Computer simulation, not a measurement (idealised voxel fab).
process module | voxel spacer lines
cross-section cut | 215 nm wide | cells 5 nm
A cross-section is a grid of square cells, given in bands from the top down. A band is one or more rows of cells.
Each band's line starts with the height of the band's top and of its bottom, in nm. Then come its materials from left to right, each with its width in nm. One material with "throughout" fills the band from edge to edge. "air" is empty space.
Height 0 is the level under which the wafer as received is all one material. The lowest band goes on downwards, as in "0 down".
A width such as "30 to 40" changes by the same amount from each row of cells to the next, from the band's top row to its bottom row.
"no change" after a step means that no cell of the cross-section changed.
closed voids: empty space of 8 cells or more with no open way to the top, each as width x height at its distance from the left edge, in nm
after a step's settings: what the simulator itself notes on the step
overlay nm, on a step with a mask: how far to the right of its planned place the mask lay; to the left if negative
plan
1 op RECEIVE | material Si
2 op CONFORMAL_DEP | material Al2O3 | thk nm 10
3 op DIRECTIONAL_DEP | material SiN | thk nm 15
4 op DIRECTIONAL_DEP | material aC | thk nm 30
5 op PATTERN | tone cover | mask id MANDREL | material resist | width nm 15 | pitch nm 60 | thk nm 40 | overlay nm 0
6 op DIRECTIONAL_ETCH | etch materials aC | depth nm 30
7 op STRIP | etch materials resist
8 op CONFORMAL_DEP | material SiO2 | thk nm 15
9 op DIRECTIONAL_ETCH | etch materials SiO2 | depth nm 15
10 op STRIP | etch materials aC
11 op DIRECTIONAL_ETCH | etch materials SiN | depth nm 15
12 op STRIP | etch materials SiO2
first wafer, as planned
as received, after step 1
  0 down: Si throughout
  closed voids: none
after step 2
  10 to 0: Al2O3 throughout
  below 0: unchanged
after step 3
  25 to 10: SiN throughout
  below 10: unchanged
after step 4
  55 to 25: aC throughout
  below 25: unchanged
after step 5
  95 to 55: air 70 | resist 15 | air 45 | resist 15 | air 70
  below 55: unchanged
after step 6
  65 to 55: air 70 | resist 15 | air 45 | resist 15 | air 70
  55 to 25: air 70 | aC 15 | air 45 | aC 15 | air 70
  below 25: unchanged
after step 7
  55 to 25: air 70 | aC 15 | air 45 | aC 15 | air 70
  below 25: unchanged
after step 8
  70 to 55: air 55 | SiO2 45 | air 15 | SiO2 45 | air 55
  55 to 40: air 55 | SiO2 15 | aC 15 | SiO2 15 | air 15 | SiO2 15 | aC 15 | SiO2 15 | air 55
  40 to 25: SiO2 70 | aC 15 | SiO2 45 | aC 15 | SiO2 70
  below 25: unchanged
after step 9
  55 to 25: air 55 | SiO2 15 | aC 15 | SiO2 15 | air 15 | SiO2 15 | aC 15 | SiO2 15 | air 55
  below 25: unchanged
after step 10
  55 to 25: air 55 | SiO2 15 | air 15 | SiO2 15 | air 15 | SiO2 15 | air 15 | SiO2 15 | air 55
  below 25: unchanged
after step 11
  55 to 25: air 55 | SiO2 15 | air 15 | SiO2 15 | air 15 | SiO2 15 | air 15 | SiO2 15 | air 55
  25 to 10: air 55 | SiN 15 | air 15 | SiN 15 | air 15 | SiN 15 | air 15 | SiN 15 | air 55
  below 10: unchanged
after step 12
  25 to 10: air 55 | SiN 15 | air 15 | SiN 15 | air 15 | SiN 15 | air 15 | SiN 15 | air 55
  below 10: unchanged
second wafer: like start, like plan, one mistake. Through step 1 it matches the first wafer
when step 2 should have ended
  15 to 0: SiN throughout
  below 0: unchanged
when step 3 should have ended
  25 to 15: Al2O3 throughout
  below 15: unchanged
when step 4 should have ended
  55 to 25: aC throughout
  below 25: unchanged
when step 5 should have ended
  95 to 55: air 70 | resist 15 | air 45 | resist 15 | air 70
  below 55: unchanged
when step 6 should have ended
  65 to 55: air 70 | resist 15 | air 45 | resist 15 | air 70
  55 to 25: air 70 | aC 15 | air 45 | aC 15 | air 70
  below 25: unchanged
when step 7 should have ended
  55 to 25: air 70 | aC 15 | air 45 | aC 15 | air 70
  below 25: unchanged
when step 8 should have ended
  70 to 55: air 55 | SiO2 45 | air 15 | SiO2 45 | air 55
  55 to 40: air 55 | SiO2 15 | aC 15 | SiO2 15 | air 15 | SiO2 15 | aC 15 | SiO2 15 | air 55
  40 to 25: SiO2 70 | aC 15 | SiO2 45 | aC 15 | SiO2 70
  below 25: unchanged
when step 9 should have ended
  55 to 25: air 55 | SiO2 15 | aC 15 | SiO2 15 | air 15 | SiO2 15 | aC 15 | SiO2 15 | air 55
  below 25: unchanged
when step 10 should have ended
  55 to 25: air 55 | SiO2 15 | air 15 | SiO2 15 | air 15 | SiO2 15 | air 15 | SiO2 15 | air 55
  below 25: unchanged
when step 11 should have ended: no change
when step 12 should have ended
  25 to 15: Al2O3 throughout
  below 15: unchanged
what went wrong: steps 2 and 3 were swapped
at the end the second wafer has, in cells: 93 more of SiN
